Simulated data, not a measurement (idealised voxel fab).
process module | voxel gate over fins
cross-section cut | 280 nm wide | cells 5 nm
A cross-section is a grid of square cells, given in bands from the top down. A band is one or more rows of cells.
Each band's line starts with the height of the band's top and of its bottom, in nm. Then come its materials from left to right, each with its width in nm. One material with "throughout" fills the band from edge to edge. "air" is empty space.
Height 0 is the level under which the wafer as received is all one material. The lowest band goes on downwards, as in "0 down".
A width such as "30 to 40" changes by the same amount from each row of cells to the next, from the band's top row to its bottom row.
"no change" after a step means that no cell of the cross-section changed.
closed voids: empty space of 8 cells or more with no open way to the top, each as width x height at its distance from the left edge, in nm
after a step's settings: what the simulator itself notes on the step
overlay nm, on a step with a mask: how far to the right of its planned place the mask lay; to the left if negative
plan
1 op RECEIVE | material Si
2 op CONFORMAL_DEP | material SiN | thk nm 10
3 op DIRECTIONAL_DEP | material aC | thk nm 10
4 op PATTERN | tone cover | mask id FINS | material resist | width nm 15 | pitch nm 60 | thk nm 30 | overlay nm 0
5 op DIRECTIONAL_ETCH | etch materials aC | depth nm 10
6 op STRIP | etch materials resist
7 op DIRECTIONAL_ETCH | etch materials SiN | depth nm 10
8 op DIRECTIONAL_ETCH | etch materials Si | depth nm 35
9 op STRIP | etch materials aC
10 op FILL_DEP | material SiO2 | thk nm 15
11 op CMP | height nm 10
12 op DIRECTIONAL_DEP | material aC | thk nm 10
13 op PATTERN | tone open | mask id RAIL | material resist | width nm 15 | thk nm 25 | overlay nm 0
14 op DIRECTIONAL_ETCH | etch materials aC | depth nm 10
15 op STRIP | etch materials resist
16 op DIRECTIONAL_ETCH | etch materials SiO2 | depth nm 40
17 op STRIP | etch materials aC
18 op CONFORMAL_DEP | material TiN | thk nm 5
19 op FILL_DEP | material W | thk nm 5
20 op CMP | height nm 10
21 op SELECTIVE_ETCH | etch materials W Ru TiN | depth nm 30
22 op FILL_DEP | material SiO2 | thk nm 5
23 op CMP | height nm 10
24 op SELECTIVE_ETCH | etch materials SiO2 | depth nm 25
25 op STRIP | etch materials SiN
26 op CONFORMAL_DEP | material HfO2 | thk nm 5
27 op CONFORMAL_DEP | material TiN | thk nm 5
28 op CONFORMAL_DEP | material TiAl | thk nm 5
29 op CONFORMAL_DEP | material TiN | thk nm 5
30 op FILL_DEP | material W | thk nm 10
31 op CMP | height nm 25
32 op CONFORMAL_DEP | material SiCN | thk nm 10
as received, after step 1
  0 down: Si throughout
  closed voids: none
a wafer at the end: this start, this plan, one mistake
  35 to 25: SiCN throughout
  25 to 20: W throughout
  20 to 15: W 20 | TiN 55 | W 5 | TiN 55 | W 5 | TiN 55 | W 5 | TiN 55 | W 25
  15 to 10: W 20 | TiN 5 | TiAl 45 | TiN 5 | W 5 | TiN 5 | TiAl 45 | TiN 5 | W 5 | TiN 5 | TiAl 45 | TiN 5 | W 5 | TiN 5 | TiAl 45 | TiN 5 | W 25
  10 to 5: W 20 | TiN 5 | TiAl 5 | TiN 35 | TiAl 5 | TiN 5 | W 5 | TiN 5 | TiAl 5 | TiN 35 | TiAl 5 | TiN 5 | W 5 | TiN 5 | TiAl 5 | TiN 35 | TiAl 5 | TiN 5 | W 5 | TiN 5 | TiAl 5 | TiN 35 | TiAl 5 | TiN 5 | W 25
  5 to 0: TiN 25 | TiAl 5 | TiN 5 | HfO2 25 | TiN 5 | TiAl 5 | TiN 15 | TiAl 5 | TiN 5 | HfO2 25 | TiN 5 | TiAl 5 | TiN 15 | TiAl 5 | TiN 5 | HfO2 25 | TiN 5 | TiAl 5 | TiN 15 | TiAl 5 | TiN 5 | HfO2 25 | TiN 5 | TiAl 5 | TiN 30
  0 to -5: TiAl 30 | TiN 5 | HfO2 5 | Si 15 | HfO2 5 | TiN 5 | TiAl 25 | TiN 5 | HfO2 5 | Si 15 | HfO2 5 | TiN 5 | TiAl 25 | TiN 5 | HfO2 5 | Si 15 | HfO2 5 | TiN 5 | TiAl 25 | TiN 5 | HfO2 5 | Si 15 | HfO2 5 | TiN 5 | TiAl 35
  -5 to -10: TiN 35 | HfO2 5 | Si 15 | HfO2 5 | TiN 35 | HfO2 5 | Si 15 | HfO2 5 | TiN 35 | HfO2 5 | Si 15 | HfO2 5 | TiN 35 | HfO2 5 | Si 15 | HfO2 5 | TiN 40
  -10 to -15: HfO2 40 | Si 15 | HfO2 45 | Si 15 | HfO2 45 | Si 15 | HfO2 45 | Si 15 | HfO2 45
  -15 to -20: SiO2 40 | Si 15 | SiO2 45 | Si 15 | SiO2 45 | Si 15 | SiO2 45 | Si 15 | SiO2 45
  -20 to -25: SiO2 40 | Si 15 | SiO2 15 | TiN 5 | W 5 | TiN 5 | SiO2 15 | Si 15 | SiO2 45 | Si 15 | SiO2 45 | Si 15 | SiO2 45
  -25 to -30: SiO2 40 | Si 15 | SiO2 15 | TiN 15 | SiO2 15 | Si 15 | SiO2 45 | Si 15 | SiO2 45 | Si 15 | SiO2 45
  -30 to -70: SiO2 40 | Si 15 | SiO2 45 | Si 15 | SiO2 45 | Si 15 | SiO2 45 | Si 15 | SiO2 45
  -70 down: Si throughout
  closed voids: none
what went wrong: step 8 was run twice
